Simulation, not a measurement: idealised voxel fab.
This section sets out a process module, namely voxel ribs on slabs.
Square cells of 5 nm make up the cross-section cut, whose width is 275 nm.
Think of the cross-section as a grid of square cells. We describe it in bands, top to bottom, and each band covers one or more rows of those cells.
This entry defines a band. It first specifies the height of the band's top and the height of its bottom in nm, and then specifies the band's materials from left to right, stating each material with its width in nm. The word "throughout" identifies a single material that fills the band from edge to edge, while the word "air" identifies empty space.
We count height from 0. Below that, the starting wafer is all one material. The lowest band never ends at the bottom but goes on down; see "0 -> down" for how that is written.
Read "30..40" as a graded width: first number on top, second number at the bottom, same change between each pair of neighbouring rows.
When a step is marked "left unchanged", none of the cells in the cross-section changed during that step.
Empty spaces counting at least 8 cells and having no open way to the top are listed in "Trapped voids". The notation width x height at distance is used for each, the distance being from the left edge and all three values in nm.
Anything after a step's settings on that line? It's the simulator's own note about the step.
The line of a step may include "overlay nm". On a step with a mask, this value is how far to the right of its planned place the mask lay. A negative value means the mask lay to the left.
## Steps in the process plan
1 RECEIVE,material Si
2 DIRECTIONAL_DEP,material SiO2,thk nm 20
3 DIRECTIONAL_DEP,material polySi,thk nm 15
4 DIRECTIONAL_DEP,material aC,thk nm 15
5 PATTERN,tone cover,mask id RIB,material resist,width nm 15,thk nm 30,overlay nm 0
6 DIRECTIONAL_ETCH,etch materials aC,depth nm 15
7 STRIP,etch materials resist
8 DIRECTIONAL_ETCH,etch materials polySi,depth nm 10
9 STRIP,etch materials aC
10 MASKED_ETCH,tone cover,mask id SLAB,width nm 75,etch materials polySi,depth nm 5,overlay nm 0
11 FILL_DEP,material SiO2,thk nm 15
12 CMP,height nm 45
13 DIRECTIONAL_DEP,material W,thk nm 10
14 MASKED_ETCH,tone cover,mask id HEATER,width nm 25,etch materials W,depth nm 10,overlay nm 0
15 CONFORMAL_DEP,material SiO2,thk nm 5
## Delivered wafer in cross-section: state after step 1
    0 -> down = Si throughout
    Trapped voids: none
## Looking at the first of two wafers in cross-section at end of module - ran to plan
    60 -> 55 = air=120 / SiO2=35 / air=120
    55 -> 50 = air=120 / SiO2=5 / W=25 / SiO2=5 / air=120
    50 -> 45 = SiO2=125 / W=25 / SiO2=125
    45 -> 35 = SiO2 throughout
    35 -> 25 = SiO2=130 / polySi=15 / SiO2=130
    25 -> 20 = SiO2=100 / polySi=75 / SiO2=100
    20 -> 0 = SiO2 throughout
    0 -> down = Si throughout
    Trapped voids: none
## Wafer two cross-section, module end. Start and plan unchanged from wafer one; one mistake made during the run
    60 -> 55 = air=120 / SiO2=35 / air=120
    55 -> 50 = SiO2=125 / W=25 / SiO2=125
    50 -> 45 = W throughout
    45 -> 35 = SiO2 throughout
    35 -> 25 = SiO2=130 / polySi=15 / SiO2=130
    25 -> 20 = SiO2=100 / polySi=75 / SiO2=100
    20 -> 0 = SiO2 throughout
    0 -> down = Si throughout
    Trapped voids: none
Heads up, the wafer didn't run the way we planned it: heads up, step 14 didn't go per plan, it actually ran as MASKED_ETCH,tone cover,mask id HEATER,width nm 25,etch materials W,depth nm 5,overlay nm 0
Once processing is complete, comparing cell counts shows that the second wafer has more or fewer of certain materials than the first: 2 fewer of SiO2 | 50 more of W
